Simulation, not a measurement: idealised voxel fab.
Presented below is a process module, voxel transistor to metal.
Square cell edge 5 nm, section width 200 nm, ID cut.
Just so we're on the same page, the cross-sections are grids of square cells, and they're listed out in bands top to bottom, each band one or more rows deep. The band entry comprises the height of the band's top followed by the height of its bottom, expressed in nm, and subsequently the band's materials from left to right, each stated together with its width in nm. Where a single material is marked with the word "throughout", that material fills the band from edge to edge. The word "empty" represents empty space. Below 0: as-received wafer, all one material; heights counted from there. Lowest band: no bottom, goes on down, written "0 and below". The two numbers in a width such as "30..40" mark its ends across the band: the first belongs to the top row of cells, the second to the bottom row, and from each row to the next the width moves by the same amount. "stayed the same", as given for a step, is the statement that not any cell of the cross-section underwent a change during that step. Closed-off voids of 8+ cells (no open route to the top) go in "Enclosed voids", written width x height at distance from the left edge, in nm. It should be noted that, on the line of a given step, the content following the step's settings is a remark produced by the simulator itself with respect to that step. A step's line can hold "overlay nm"; with a mask on that step, the setting says how far right of the planned place the mask lay, while a negative setting says it lay to the left.

PLANNED STEP LIST FOR THE PROCESS
1: RECEIVE | material Si
2: CONFORMAL_DEP | material SiO2 | thk nm 5
3: CONFORMAL_DEP | material SiN | thk nm 15
4: DIRECTIONAL_DEP | material aC | thk nm 10
5: PATTERN | tone cover | mask id ACTIVE | material resist | width nm 110 | thk nm 25 | overlay nm 0
6: DIRECTIONAL_ETCH | etch materials aC | depth nm 10
7: STRIP | etch materials resist
8: DIRECTIONAL_ETCH | etch materials SiN | depth nm 15
9: DIRECTIONAL_ETCH | etch materials SiO2 | depth nm 5
10: DIRECTIONAL_ETCH | etch materials Si | depth nm 25
11: STRIP | etch materials aC
12: FILL_DEP | material SiO2 | thk nm 10
13: CMP | height nm 20
14: SELECTIVE_ETCH | etch materials SiO2 | depth nm 5
15: STRIP | etch materials SiN
16: SELECTIVE_ETCH | etch materials SiO2 | depth nm 5
17: OXIDIZE | depth nm 5
18: DIRECTIONAL_DEP | material polySi | thk nm 20
19: DIRECTIONAL_DEP | material SiCN | thk nm 10
20: MASKED_ETCH | tone cover | mask id GATE | width nm 20 | etch materials SiCN | depth nm 20 | overlay nm 0
21: MASKED_ETCH | tone cover | mask id GATE | width nm 20 | etch materials polySi | depth nm 30 | overlay nm 0
22: CONFORMAL_DEP | material SiO2 | thk nm 5
23: DIRECTIONAL_ETCH | etch materials SiO2 | depth nm 5
24: CONFORMAL_DEP | material SiN | thk nm 5
25: DIRECTIONAL_ETCH | etch materials SiN | depth nm 5
26: DIRECTIONAL_ETCH | etch materials SiO2 | depth nm 5
27: DIRECTIONAL_ETCH | etch materials Si | depth nm 5
28: EPI | material pSi | thk nm 5
29: FILL_DEP | material SiO2 | thk nm 5
30: CMP | height nm 30
31: DIRECTIONAL_DEP | material SiO2 | thk nm 15
32: PATTERN | tone open | mask id CONTACT | material resist | width nm 20 | pitch nm 80 | thk nm 20 | overlay nm 0
33: DIRECTIONAL_ETCH | etch materials SiO2 | depth nm 50
34: STRIP | etch materials resist
35: CONFORMAL_DEP | material TiN | thk nm 5
36: FILL_DEP | material W | thk nm 10
37: CMP | height nm 45
38: DIRECTIONAL_DEP | material TiN | thk nm 5
39: DIRECTIONAL_DEP | material Ru | thk nm 15
40: MASKED_ETCH | tone cover | mask id METAL_1 | width nm 20 | pitch nm 80 | etch materials Ru | depth nm 15 | overlay nm 0
41: MASKED_ETCH | tone cover | mask id METAL_1 | width nm 20 | pitch nm 80 | etch materials TiN | depth nm 5 | overlay nm 0
42: FILL_DEP | material lowk | thk nm 10
43: CMP | height nm 65
44: CONFORMAL_DEP | material SiCN | thk nm 5
45: DIRECTIONAL_DEP | material lowk | thk nm 35
46: PATTERN | tone open | mask id METAL_2_HOLES | material resist | width nm 15 | pitch nm 80 | thk nm 20 | overlay nm 0
47: DIRECTIONAL_ETCH | etch materials lowk | depth nm 35
48: STRIP | etch materials resist
49: PATTERN | tone open | mask id METAL_2 | material resist | width nm 20 | pitch nm 80 | thk nm 20 | overlay nm 0
50: DIRECTIONAL_ETCH | etch materials lowk | depth nm 20
51: DIRECTIONAL_ETCH | etch materials SiCN | depth nm 5
52: STRIP | etch materials resist
53: CONFORMAL_DEP | material TiN | thk nm 5
54: FILL_DEP | material Ru | thk nm 10
55: CMP | height nm 105
56: CONFORMAL_DEP | material SiCN | thk nm 5

AS-RECEIVED WAFER CROSS-SECTION (AFTER STEP 1)
> 0 and below = Si throughout
> Enclosed voids: none

CROSS-SECTION: FIRST OF TWO WAFERS, MODULE FINISHED, RUN ACCORDING TO PLAN
> 110 down to 105 = SiCN throughout
> 105 down to 90 = lowk 50 | TiN 5 | Ru 10 | TiN 5 | lowk 60 | TiN 5 | Ru 10 | TiN 5 | lowk 50
> 90 down to 85 = lowk 50 | TiN 5 | Ru 5 | TiN 10 | lowk 60 | TiN 5 | Ru 5 | TiN 10 | lowk 50
> 85 down to 70 = lowk 50 | TiN 5 | Ru 5 | TiN 5 | lowk 65 | TiN 5 | Ru 5 | TiN 5 | lowk 55
> 70 down to 65 = SiCN 50 | TiN 15 | SiCN 65 | TiN 15 | SiCN 55
> 65 down to 50 = lowk 50 | Ru 20 | lowk 60 | Ru 20 | lowk 50
> 50 down to 45 = lowk 50 | TiN 20 | lowk 60 | TiN 20 | lowk 50
> 45 down to 30 = SiO2 50 | TiN 5 | W 10 | TiN 5 | SiO2 60 | TiN 5 | W 10 | TiN 5 | SiO2 50
> 30 down to 20 = SiO2 50 | TiN 5 | W 10 | TiN 5 | SiO2 10 | SiN 5 | SiO2 5 | SiCN 20 | SiO2 5 | SiN 5 | SiO2 10 | TiN 5 | W 10 | TiN 5 | SiO2 50
> 20 down to 10 = SiO2 50 | TiN 5 | W 10 | TiN 5 | SiO2 10 | SiN 5 | SiO2 5 | polySi 20 | SiO2 5 | SiN 5 | SiO2 10 | TiN 5 | W 10 | TiN 5 | SiO2 50
> 10 down to 0 = SiO2 45 | SiN 5 | TiN 5..10 | W 10..5 | TiN 5 | SiO2 10 | SiN 5 | SiO2 5 | polySi 20 | SiO2 5 | SiN 5 | SiO2 10 | TiN 5 | W 10..5 | TiN 5..10 | SiN 5 | SiO2 45
> 0 down to -5 = SiO2 50 | pSi 5 | TiN 15 | SiO2 5 | pSi 5 | SiO2 40 | pSi 5 | SiO2 5 | TiN 15 | pSi 5 | SiO2 50
> -5 down to -10 = SiO2 45 | Si 5 | pSi 30 | Si 40 | pSi 30 | Si 5 | SiO2 45
> -10 down to -25 = SiO2 45 | Si 110 | SiO2 45
> -25 and below = Si throughout
> Enclosed voids: none

MODULE END: CROSS-SECTION OF WAFER TWO OF TWO. SAME START AND PROCESS PLAN AS THE FIRST WAFER. ONE MISTAKE DURING EXECUTION
> 110 down to 105 = SiCN throughout
> 105 down to 90 = lowk 40 | TiN 5 | Ru 15 | TiN 5 | lowk 55 | TiN 5 | Ru 15 | TiN 5 | lowk 55
> 90 down to 85 = lowk 40 | TiN 15 | Ru 5 | TiN 5 | lowk 55 | TiN 15 | Ru 5 | TiN 5 | lowk 55
> 85 down to 75 = lowk 50 | TiN 5 | Ru 5 | TiN 5 | lowk 65 | TiN 5 | Ru 5 | TiN 5 | lowk 55
> 75 down to 70 = lowk 50 | TiN 15 | lowk 65 | TiN 15 | lowk 55
> 70 down to 65 = SiCN 50 | TiN 10 | SiCN 70 | TiN 10 | SiCN 60
> 65 down to 50 = lowk 50 | Ru 20 | lowk 60 | Ru 20 | lowk 50
> 50 down to 45 = lowk 50 | TiN 20 | lowk 60 | TiN 20 | lowk 50
> 45 down to 30 = SiO2 50 | TiN 5 | W 10 | TiN 5 | SiO2 60 | TiN 5 | W 10 | TiN 5 | SiO2 50
> 30 down to 20 = SiO2 50 | TiN 5 | W 10 | TiN 5 | SiO2 10 | SiN 5 | SiO2 5 | SiCN 20 | SiO2 5 | SiN 5 | SiO2 10 | TiN 5 | W 10 | TiN 5 | SiO2 50
> 20 down to 10 = SiO2 50 | TiN 5 | W 10 | TiN 5 | SiO2 10 | SiN 5 | SiO2 5 | polySi 20 | SiO2 5 | SiN 5 | SiO2 10 | TiN 5 | W 10 | TiN 5 | SiO2 50
> 10 down to 0 = SiO2 45 | SiN 5 | TiN 5..10 | W 10..5 | TiN 5 | SiO2 10 | SiN 5 | SiO2 5 | polySi 20 | SiO2 5 | SiN 5 | SiO2 10 | TiN 5 | W 10..5 | TiN 5..10 | SiN 5 | SiO2 45
> 0 down to -5 = SiO2 50 | pSi 5 | TiN 15 | SiO2 5 | pSi 5 | SiO2 40 | pSi 5 | SiO2 5 | TiN 15 | pSi 5 | SiO2 50
> -5 down to -10 = SiO2 45 | Si 5 | pSi 30 | Si 40 | pSi 30 | Si 5 | SiO2 45
> -10 down to -25 = SiO2 45 | Si 110 | SiO2 45
> -25 and below = Si throughout
> Enclosed voids: none
Deviation noted in wafer processing: step 49: run off-plan, actual operation and settings PATTERN | tone open | mask id METAL_2 | material resist | width nm 20 | pitch nm 80 | thk nm 20 | overlay nm -10
At the finish, the second wafer shows more or fewer cells for some materials than the first does: +4 Ru; +2 SiCN; +2 TiN; -8 lowk
